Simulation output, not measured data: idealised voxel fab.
process module | voxel ribs on slabs
cross-section cut | 265 nm wide | cells 5 nm
A cross-section is a grid of square cells, given in bands from the top down. A band is one or more rows of cells.
Each band's line starts with the height of the band's top and of its bottom, in nm. Then come its materials from left to right, each with its width in nm. One material with "throughout" fills the band from edge to edge. "air" is empty space.
Height 0 is the level under which the wafer as received is all one material. The lowest band goes on downwards, as in "0 down".
A width such as "30 to 40" changes by the same amount from each row of cells to the next, from the band's top row to its bottom row.
"no change" after a step means that no cell of the cross-section changed.
closed voids: empty space of 8 cells or more with no open way to the top, each as width x height at its distance from the left edge, in nm
after a step's settings: what the simulator itself notes on the step
overlay nm, on a step with a mask: how far to the right of its planned place the mask lay; to the left if negative
plan
1 op RECEIVE | material Si
2 op DIRECTIONAL_DEP | material SiO2 | thk nm 20
3 op DIRECTIONAL_DEP | material polySi | thk nm 20
4 op PATTERN | tone cover | mask id RIB | material resist | width nm 30 | thk nm 15 | overlay nm 0
5 op DIRECTIONAL_ETCH | etch materials polySi | depth nm 5
6 op STRIP | etch materials resist
7 op PATTERN | tone cover | mask id SLAB | material resist | width nm 90 | thk nm 20 | overlay nm 0
8 op DIRECTIONAL_ETCH | etch materials polySi | depth nm 15
9 op STRIP | etch materials resist
10 op FILL_DEP | material SiO2 | thk nm 30
11 op CMP | height nm 60
12 op DIRECTIONAL_DEP | material TiN | thk nm 10
13 op PATTERN | tone cover | mask id HEATER | material resist | width nm 40 | thk nm 15 | overlay nm 0
14 op DIRECTIONAL_ETCH | etch materials TiN | depth nm 10
15 op STRIP | etch materials resist
16 op CONFORMAL_DEP | material SiN | thk nm 5
first wafer, as planned
as received, after step 1
  0 down: Si throughout
  closed voids: none
after step 2
  20 to 0: SiO2 throughout
  below 0: unchanged
after step 3
  40 to 20: polySi throughout
  below 20: unchanged
after step 4
  55 to 40: air 115 | resist 30 | air 120
  below 40: unchanged
after step 5
  55 to 40: air 115 | resist 30 | air 120
  40 to 35: air 115 | polySi 30 | air 120
  below 35: unchanged
after step 6
  40 to 35: air 115 | polySi 30 | air 120
  below 35: unchanged
after step 7
  60 to 40: air 85 | resist 90 | air 90
  40 to 35: air 85 | resist 30 | polySi 30 | resist 30 | air 90
  below 35: unchanged
after step 8
  60 to 40: air 85 | resist 90 | air 90
  40 to 35: air 85 | resist 30 | polySi 30 | resist 30 | air 90
  35 to 20: air 85 | polySi 90 | air 90
  below 20: unchanged
after step 9
  40 to 35: air 115 | polySi 30 | air 120
  below 35: unchanged
after step 10
  70 to 40: SiO2 throughout
  40 to 35: SiO2 115 | polySi 30 | SiO2 120
  35 to 20: SiO2 85 | polySi 90 | SiO2 90
  below 20: unchanged
after step 11
  60 to 40: SiO2 throughout
  below 40: unchanged
after step 12
  70 to 60: TiN throughout
  below 60: unchanged
after step 13
  85 to 70: air 110 | resist 40 | air 115
  below 70: unchanged
after step 14
  85 to 70: air 110 | resist 40 | air 115
  70 to 60: air 110 | TiN 40 | air 115
  below 60: unchanged
after step 15
  70 to 60: air 110 | TiN 40 | air 115
  below 60: unchanged
after step 16
  75 to 70: air 105 | SiN 50 | air 110
  70 to 65: air 105 | SiN 5 | TiN 40 | SiN 5 | air 110
  65 to 60: SiN 110 | TiN 40 | SiN 115
  below 60: unchanged
second wafer: like start, like plan, one mistake. Through step 3 it matches the first wafer
when step 4 should have ended
  55 to 40: air 105 | resist 30 | air 130
  below 40: unchanged
when step 5 should have ended
  55 to 40: air 105 | resist 30 | air 130
  40 to 35: air 105 | polySi 30 | air 130
  below 35: unchanged
when step 6 should have ended
  40 to 35: air 105 | polySi 30 | air 130
  below 35: unchanged
when step 7 should have ended
  60 to 40: air 85 | resist 90 | air 90
  40 to 35: air 85 | resist 20 | polySi 30 | resist 40 | air 90
  below 35: unchanged
when step 8 should have ended
  60 to 40: air 85 | resist 90 | air 90
  40 to 35: air 85 | resist 20 | polySi 30 | resist 40 | air 90
  35 to 20: air 85 | polySi 90 | air 90
  below 20: unchanged
when step 9 should have ended
  40 to 35: air 105 | polySi 30 | air 130
  below 35: unchanged
when step 10 should have ended
  70 to 40: SiO2 throughout
  40 to 35: SiO2 105 | polySi 30 | SiO2 130
  35 to 20: SiO2 85 | polySi 90 | SiO2 90
  below 20: unchanged
when step 11 should have ended
  60 to 40: SiO2 throughout
  below 40: unchanged
when step 12 should have ended
  70 to 60: TiN throughout
  below 60: unchanged
when step 13 should have ended
  85 to 70: air 110 | resist 40 | air 115
  below 70: unchanged
when step 14 should have ended
  85 to 70: air 110 | resist 40 | air 115
  70 to 60: air 110 | TiN 40 | air 115
  below 60: unchanged
when step 15 should have ended
  70 to 60: air 110 | TiN 40 | air 115
  below 60: unchanged
when step 16 should have ended
  75 to 70: air 105 | SiN 50 | air 110
  70 to 65: air 105 | SiN 5 | TiN 40 | SiN 5 | air 110
  65 to 60: SiN 110 | TiN 40 | SiN 115
  below 60: unchanged
what went wrong: step 4 ran as: op PATTERN | tone cover | mask id RIB | material resist | width nm 30 | thk nm 15 | overlay nm -10
at the end the second wafer has, in cells: as many of each material as the first, in other places
